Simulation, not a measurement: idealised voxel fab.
Module name: voxel wiring stack (process module)
Square cell edge 5 nm, section width 250 nm, ID cut.
In what follows, cross-sections appear as grids of square cells, described through bands that run from the top down, where every band is one or more rows of cells.
A band entry consists of two parts. The first gives the height of the band's top and the height of its bottom, in nm. The rest lists the band's materials from left to right, each with its width in nm. A single material labelled with the word "all across" fills the band from edge to edge, and the word "blank" marks empty space.
Heights are expressed relative to 0, this being the level below which the as-received wafer comprises one material exclusively. The lowest band is unbounded in the downward direction and is denoted as in "z 0 and below".
Think of "30 to 40" as a width that walks from the first number to the second as you go down the band, top row to bottom row, taking equal-sized steps from row to row.
For the purposes of this document, the phrase "no change occurred" attached to a step denotes that no cell within the cross-section was modified by that step.
The entry "Closed empty spaces" lists the empty spaces that cover at least 8 cells and have no open path to the top. Each is written as width x height at distance, where the distance is measured from the left edge and all three values are in nm.
Anything after a step's settings on that line? It's the simulator's own note about the step.
What "overlay nm" on a step's line means: if the step has a mask, that mask lay this far to the right of its planned place, or, when the value is negative, to the left.
# This section lists the process steps that were planned
| 1 | RECEIVE,material Si |
| 2 | CONFORMAL_DEP,material SiO2,thk nm 15 |
| 3 | CONFORMAL_DEP,material SiN,thk nm 5 |
| 4 | DIRECTIONAL_DEP,material lowk,thk nm 20 |
| 5 | MASKED_ETCH,tone open,mask id METAL_1,width nm 30,pitch nm 60,etch materials lowk,depth nm 20,overlay nm 0 |
| 6 | MASKED_ETCH,tone open,mask id METAL_1,width nm 30,pitch nm 60,etch materials SiN,depth nm 5,overlay nm 0 |
| 7 | CONFORMAL_DEP,material TiN,thk nm 5 |
| 8 | FILL_DEP,material Cu,thk nm 10 |
| 9 | CMP,height nm 40 |
| 10 | CONFORMAL_DEP,material SiCN,thk nm 5 |
| 11 | DIRECTIONAL_DEP,material lowk,thk nm 20 |
| 12 | PATTERN,tone open,mask id PLUG_1,material resist,width nm 15,pitch nm 60,thk nm 15,overlay nm 0 |
| 13 | DIRECTIONAL_ETCH,etch materials lowk,depth nm 20 |
| 14 | DIRECTIONAL_ETCH,etch materials SiCN,depth nm 5 |
| 15 | STRIP,etch materials resist |
| 16 | CONFORMAL_DEP,material TiN,thk nm 5 |
| 17 | FILL_DEP,material Ru,thk nm 5 |
| 18 | CMP,height nm 65 |
| 19 | CONFORMAL_DEP,material SiN,thk nm 5 |
| 20 | DIRECTIONAL_DEP,material SiO2,thk nm 15 |
| 21 | DIRECTIONAL_DEP,material aC,thk nm 15 |
| 22 | PATTERN,tone open,mask id METAL_2,material resist,width nm 30,pitch nm 60,thk nm 35,overlay nm 0 |
| 23 | DIRECTIONAL_ETCH,etch materials aC,depth nm 15 |
| 24 | STRIP,etch materials resist |
| 25 | DIRECTIONAL_ETCH,etch materials SiO2,depth nm 15 |
| 26 | DIRECTIONAL_ETCH,etch materials SiN,depth nm 5 |
| 27 | STRIP,etch materials aC |
| 28 | CONFORMAL_DEP,material TiN,thk nm 5 |
| 29 | FILL_DEP,material Cu,thk nm 5 |
| 30 | CMP,height nm 85 |
| 31 | CONFORMAL_DEP,material SiN,thk nm 5 |
# Cross-section of the wafer as it came to us, i.e., already through step 1
  z 0 and below: Si all across
  Closed empty spaces: none
# First wafer of two, sectioned at end of module; run went per plan
  z 90 to 85: SiN all across
  z 85 to 70: 50 nm SiO2 | 5 nm TiN | 20 nm Cu | 5 nm TiN | 30 nm SiO2 | 5 nm TiN | 20 nm Cu | 5 nm TiN | 30 nm SiO2 | 5 nm TiN | 20 nm Cu | 5 nm TiN | 50 nm SiO2
  z 70 to 65: 50 nm SiN | 30 nm TiN | 30 nm SiN | 30 nm TiN | 30 nm SiN | 30 nm TiN | 50 nm SiN
  z 65 to 45: 50 nm lowk | 5 nm TiN | 5 nm Ru | 5 nm TiN | 45 nm lowk | 5 nm TiN | 5 nm Ru | 5 nm TiN | 45 nm lowk | 5 nm TiN | 5 nm Ru | 5 nm TiN | 65 nm lowk
  z 45 to 40: 50 nm SiCN | 15 nm TiN | 45 nm SiCN | 15 nm TiN | 45 nm SiCN | 15 nm TiN | 65 nm SiCN
  z 40 to 20: 50 nm lowk | 5 nm TiN | 20 nm Cu | 5 nm TiN | 30 nm lowk | 5 nm TiN | 20 nm Cu | 5 nm TiN | 30 nm lowk | 5 nm TiN | 20 nm Cu | 5 nm TiN | 50 nm lowk
  z 20 to 15: 50 nm SiN | 30 nm TiN | 30 nm SiN | 30 nm TiN | 30 nm SiN | 30 nm TiN | 50 nm SiN
  z 15 to 0: SiO2 all across
  z 0 and below: Si all across
  Closed empty spaces: none
# Presented here is a cross-section of the second of the two wafers as it stood at the end of the module. It was started in the same manner and assigned the same plan as the first wafer; however, one mistake was made in its execution
  z 90 to 85: SiN all across
  z 85 to 70: 50 nm SiO2 | 5 nm TiN | 20 nm Cu | 5 nm TiN | 30 nm SiO2 | 5 nm TiN | 20 nm Cu | 5 nm TiN | 30 nm SiO2 | 5 nm TiN | 20 nm Cu | 5 nm TiN | 50 nm SiO2
  z 70 to 65: 50 nm SiN | 30 nm TiN | 30 nm SiN | 30 nm TiN | 30 nm SiN | 30 nm TiN | 50 nm SiN
  z 65 to 45: 50 nm lowk | 5 nm TiN | 5 nm Ru | 5 nm TiN | 45 nm lowk | 5 nm TiN | 5 nm Ru | 5 nm TiN | 45 nm lowk | 5 nm TiN | 5 nm Ru | 5 nm TiN | 65 nm lowk
  z 45 to 40: 50 nm SiCN | 15 nm TiN | 45 nm SiCN | 15 nm TiN | 45 nm SiCN | 15 nm TiN | 65 nm SiCN
  z 40 to 25: 40 nm lowk | 5 nm TiN | 20 nm Cu | 5 nm TiN | 30 nm lowk | 5 nm TiN | 20 nm Cu | 5 nm TiN | 30 nm lowk | 5 nm TiN | 20 nm Cu | 5 nm TiN | 60 nm lowk
  z 25 to 20: 40 nm lowk | 15 nm TiN | 10 nm Cu | 5 nm TiN | 30 nm lowk | 15 nm TiN | 10 nm Cu | 5 nm TiN | 30 nm lowk | 15 nm TiN | 10 nm Cu | 5 nm TiN | 60 nm lowk
  z 20 to 15: 50 nm SiN | 20 nm TiN | 40 nm SiN | 20 nm TiN | 40 nm SiN | 20 nm TiN | 60 nm SiN
  z 15 to 0: SiO2 all across
  z 0 and below: Si all across
  Closed empty spaces: none
Here's what went sideways: step 5 was run on a setting that differed from the plan, and what really ran there is MASKED_ETCH,tone open,mask id METAL_1,width nm 30,pitch nm 60,etch materials lowk,depth nm 20,overlay nm -10
The second wafer ends with more or fewer cells of some materials than the first, per final count: Cu: 6 fewer, SiN: 6 more
